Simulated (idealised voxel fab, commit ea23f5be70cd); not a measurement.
The process module that follows is named voxel quadruple lines.
The cross-section shown here is cut; it is 190 nm wide and divided into square cells measuring 5 nm on a side.
Cross-section format: a grid of square cells, given as bands from top to bottom; each band is one or more rows of cells. Band entry format. Leading values: height of top, height of bottom, nm. Remainder: materials in left-to-right order, each with its width in nm. Special words: "throughout" on a single material, which then fills the band edge to edge; "empty", empty space. The level at which height equals 0 is the one under which the wafer, as it arrives, is entirely one material. No lower edge exists for the bottom band, which continues downward and is notated as in "top 0, no bottom". A width given as "30..40" starts at the first number in the band's top row and ends at the second number in its bottom row, shifting by an equal amount at every step from row to row. For the purposes of this document, the phrase "stayed the same" attached to a step denotes that no cell within the cross-section was modified by that step. "Fully enclosed voids" enumerates empty spaces isolated from the top, with no open way to it, that contain at least 8 cells, giving each as width x height at distance from the left edge, all three in nm. after a step's settings: what the simulator itself notes on the step. A step line may carry the setting "overlay nm", which, for steps involving a mask, states the distance by which the mask lay to the right of its intended position; negative values denote displacement to the left.

INTENDED PROCESS STEPS
1) RECEIVE,material Si
2) CONFORMAL_DEP,material SiO2,thk nm 10
3) DIRECTIONAL_DEP,material TiN,thk nm 10
4) DIRECTIONAL_DEP,material polySi,thk nm 20
5) DIRECTIONAL_DEP,material aC,thk nm 25
6) PATTERN,tone cover,mask id MANDREL,material resist,width nm 20,thk nm 35,overlay nm 0
7) DIRECTIONAL_ETCH,etch materials aC,depth nm 25
8) STRIP,etch materials resist
9) CONFORMAL_DEP,material SiO2,thk nm 10
10) DIRECTIONAL_ETCH,etch materials SiO2,depth nm 10
11) STRIP,etch materials aC
12) DIRECTIONAL_ETCH,etch materials polySi,depth nm 20
13) STRIP,etch materials SiO2
14) CONFORMAL_DEP,material SiN,thk nm 5
15) DIRECTIONAL_ETCH,etch materials SiN,depth nm 5
16) STRIP,etch materials polySi
17) DIRECTIONAL_ETCH,etch materials TiN,depth nm 10
18) STRIP,etch materials SiN
19) FILL_DEP,material SiO2,thk nm 10
20) CMP,height nm 20

CROSS-SECTION OF THE WAFER AS IT CAME TO US, I.E., ALREADY THROUGH STEP 1
    top 0, no bottom = Si throughout
    Fully enclosed voids: none

CROSS-SECTION: FIRST OF TWO WAFERS, MODULE FINISHED, RUN ACCORDING TO PLAN
    top 20, bottom 10 = 70 of SiO2 / 5 of TiN / 10 of SiO2 / 5 of TiN / 10 of SiO2 / 5 of TiN / 10 of SiO2 / 5 of TiN / 70 of SiO2
    top 10, bottom 0 = SiO2 throughout
    top 0, no bottom = Si throughout
    Fully enclosed voids: none

CROSS-SECTION AT END OF MODULE FOR THE SECOND WAFER OF TWO, WHICH MATCHED THE FIRST IN STARTING POINT AND PLAN AND DIFFERED BY ONE MISTAKE IN ITS PROCESSING
    top 20, bottom 10 = 65 of SiO2 / 5 of TiN / 10 of SiO2 / 5 of TiN / 20 of SiO2 / 5 of TiN / 10 of SiO2 / 5 of TiN / 65 of SiO2
    top 10, bottom 0 = SiO2 throughout
    top 0, no bottom = Si throughout
    Fully enclosed voids: none
The mistake made against the process plan was this: contrary to plan, step 6 was performed as PATTERN,tone cover,mask id MANDREL,material resist,width nm 30,thk nm 35,overlay nm 0
Matching per-material cell counts, mismatched positions: that is how the second wafer compares with the first at the end.
